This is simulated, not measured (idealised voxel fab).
This is a process module. Its name is voxel gate over fins.
The cross-section on display is named cut; it measures 255 nm wide, and its cells are 5 nm squares.
Cross-section = grid of square cells, listed top down in bands; band = one or more rows.
Each band's line starts with the height of the band's top and of its bottom, in nm. Then come its materials from left to right, each with its width in nm. One material with "throughout" fills the band from edge to edge. "blank" is empty space.
Measure heights from 0. That's the level where, below it, the as-received wafer is all one material. The lowest band is bottomless and extends downward; write it as in "z 0 and below".
Think of "30->40" as a width that walks from the first number to the second as you go down the band, top row to bottom row, taking equal-sized steps from row to row.
When a step is marked "no modification", none of the cells in the cross-section changed during that step.
Closed empty spaces (no open way to the top) of 8 cells or more are what "Closed void roster" lists, each as width x height at distance from the left edge, nm for all three.
Heads up: the bit after the settings on a step's line is the simulator's remark on that step.
"overlay nm" on a masked step: distance the mask lay right of its planned place, negative for left.
This section lists the process steps that were planned:
1. RECEIVE, material Si
2. CONFORMAL_DEP, material SiN, thk nm 5
3. MASKED_ETCH, tone cover, mask id FINS, width nm 15, pitch nm 45, etch materials SiN, depth nm 5, overlay nm 0
4. MASKED_ETCH, tone cover, mask id FINS, width nm 15, pitch nm 45, etch materials Si, depth nm 30, overlay nm 0
5. OXIDIZE, depth nm 5
6. FILL_DEP, material SiO2, thk nm 5
7. CMP, height nm 5
8. SELECTIVE_ETCH, etch materials SiO2, depth nm 15
9. STRIP, etch materials SiN
10. CONFORMAL_DEP, material HfO2, thk nm 5
11. CONFORMAL_DEP, material TiN, thk nm 5
12. FILL_DEP, material W, thk nm 15
13. CMP, height nm 20
14. CONFORMAL_DEP, material SiN, thk nm 5
What follows covers the first of two wafers; it ran as planned:
Received-state cross-section, reflecting completion of step 1:
> z 0 and below = Si throughout
> Closed void roster: none
The wafer, seen in cross-section, after step 2:
> z 5 to 0 = SiN throughout
> Nothing below the height 0 has changed.
The wafer, seen in cross-section, after step 3:
> z 5 to 0 = blank=50  SiN=15  blank=30  SiN=15  blank=30  SiN=15  blank=30  SiN=15  blank=55
> Nothing below the height 0 has changed.
The wafer, seen in cross-section, after step 4:
> z 5 to 0 = blank=50  SiN=15  blank=30  SiN=15  blank=30  SiN=15  blank=30  SiN=15  blank=55
> z 0 to -30 = blank=50  Si=15  blank=30  Si=15  blank=30  Si=15  blank=30  Si=15  blank=55
> Nothing below the height -30 has changed.
The wafer, seen in cross-section, after step 5:
> z 5 to 0 = blank=50  SiN=15  blank=30  SiN=15  blank=30  SiN=15  blank=30  SiN=15  blank=55
> z 0 to -30 = blank=50  SiO2=5  Si=5  SiO2=5  blank=30  SiO2=5  Si=5  SiO2=5  blank=30  SiO2=5  Si=5  SiO2=5  blank=30  SiO2=5  Si=5  SiO2=5  blank=55
> z -30 to -35 = SiO2=55  Si=5  SiO2=40  Si=5  SiO2=40  Si=5  SiO2=40  Si=5  SiO2=60
> Nothing below the height -35 has changed.
The wafer, seen in cross-section, after step 6:
> z 10 to 5 = SiO2 throughout
> z 5 to 0 = SiO2=50  SiN=15  SiO2=30  SiN=15  SiO2=30  SiN=15  SiO2=30  SiN=15  SiO2=55
> z 0 to -35 = SiO2=55  Si=5  SiO2=40  Si=5  SiO2=40  Si=5  SiO2=40  Si=5  SiO2=60
> Nothing below the height -35 has changed.
The wafer, seen in cross-section, after step 7:
> z 5 to 0 = SiO2=50  SiN=15  SiO2=30  SiN=15  SiO2=30  SiN=15  SiO2=30  SiN=15  SiO2=55
> Nothing below the height 0 has changed.
The wafer, seen in cross-section, after step 8:
> z 5 to 0 = blank=50  SiN=15  blank=30  SiN=15  blank=30  SiN=15  blank=30  SiN=15  blank=55
> z 0 to -10 = blank=55  Si=5  blank=40  Si=5  blank=40  Si=5  blank=40  Si=5  blank=60
> Nothing below the height -10 has changed.
The wafer, seen in cross-section, after step 9:
> z 0 to -10 = blank=55  Si=5  blank=40  Si=5  blank=40  Si=5  blank=40  Si=5  blank=60
> Nothing below the height -10 has changed.
The wafer, seen in cross-section, after step 10:
> z 5 to 0 = blank=50  HfO2=15  blank=30  HfO2=15  blank=30  HfO2=15  blank=30  HfO2=15  blank=55
> z 0 to -5 = blank=50  HfO2=5  Si=5  HfO2=5  blank=30  HfO2=5  Si=5  HfO2=5  blank=30  HfO2=5  Si=5  HfO2=5  blank=30  HfO2=5  Si=5  HfO2=5  blank=55
> z -5 to -10 = HfO2=55  Si=5  HfO2=40  Si=5  HfO2=40  Si=5  HfO2=40  Si=5  HfO2=60
> Nothing below the height -10 has changed.
The wafer, seen in cross-section, after step 11:
> z 10 to 5 = blank=45  TiN=25  blank=20  TiN=25  blank=20  TiN=25  blank=20  TiN=25  blank=50
> z 5 to 0 = blank=45  TiN=5  HfO2=15  TiN=5  blank=20  TiN=5  HfO2=15  TiN=5  blank=20  TiN=5  HfO2=15  TiN=5  blank=20  TiN=5  HfO2=15  TiN=5  blank=50
> z 0 to -5 = TiN=50  HfO2=5  Si=5  HfO2=5  TiN=30  HfO2=5  Si=5  HfO2=5  TiN=30  HfO2=5  Si=5  HfO2=5  TiN=30  HfO2=5  Si=5  HfO2=5  TiN=55
> Nothing below the height -5 has changed.
The wafer, seen in cross-section, after step 12:
> z 25 to 10 = W throughout
> z 10 to 5 = W=45  TiN=25  W=20  TiN=25  W=20  TiN=25  W=20  TiN=25  W=50
> z 5 to 0 = W=45  TiN=5  HfO2=15  TiN=5  W=20  TiN=5  HfO2=15  TiN=5  W=20  TiN=5  HfO2=15  TiN=5  W=20  TiN=5  HfO2=15  TiN=5  W=50
> Nothing below the height 0 has changed.
The wafer, seen in cross-section, after step 13:
> z 20 to 10 = W throughout
> Nothing below the height 10 has changed.
The wafer, seen in cross-section, after step 14:
> z 25 to 20 = SiN throughout
> Nothing below the height 20 has changed.
The Second Wafer: Common Origin and Plan, One Mistake in Execution, Identical to the First Through Step 9:
Cross-section of the second wafer corresponding to the planned conclusion of step 10: no modification
Cross-section of the second wafer corresponding to the planned conclusion of step 11:
> z 5 to 0 = blank=50  TiN=15  blank=30  TiN=15  blank=30  TiN=15  blank=30  TiN=15  blank=55
> z 0 to -5 = blank=50  TiN=5  Si=5  TiN=5  blank=30  TiN=5  Si=5  TiN=5  blank=30  TiN=5  Si=5  TiN=5  blank=30  TiN=5  Si=5  TiN=5  blank=55
> z -5 to -10 = TiN=55  Si=5  TiN=40  Si=5  TiN=40  Si=5  TiN=40  Si=5  TiN=60
> Nothing below the height -10 has changed.
Cross-section of the second wafer corresponding to the planned conclusion of step 12:
> z 20 to 5 = W throughout
> z 5 to 0 = W=50  TiN=15  W=30  TiN=15  W=30  TiN=15  W=30  TiN=15  W=55
> z 0 to -5 = W=50  TiN=5  Si=5  TiN=5  W=30  TiN=5  Si=5  TiN=5  W=30  TiN=5  Si=5  TiN=5  W=30  TiN=5  Si=5  TiN=5  W=55
> Nothing below the height -5 has changed.
Cross-section of the second wafer corresponding to the planned conclusion of step 13: no modification
Cross-section of the second wafer corresponding to the planned conclusion of step 14:
> z 25 to 20 = SiN throughout
> Nothing below the height 20 has changed.
Short version of what went wrong: plan step 10: skipped, not run
Final difference in cells, second wafer against first, listed per material as more or fewer: HfO2: 67 fewer; W: 67 more
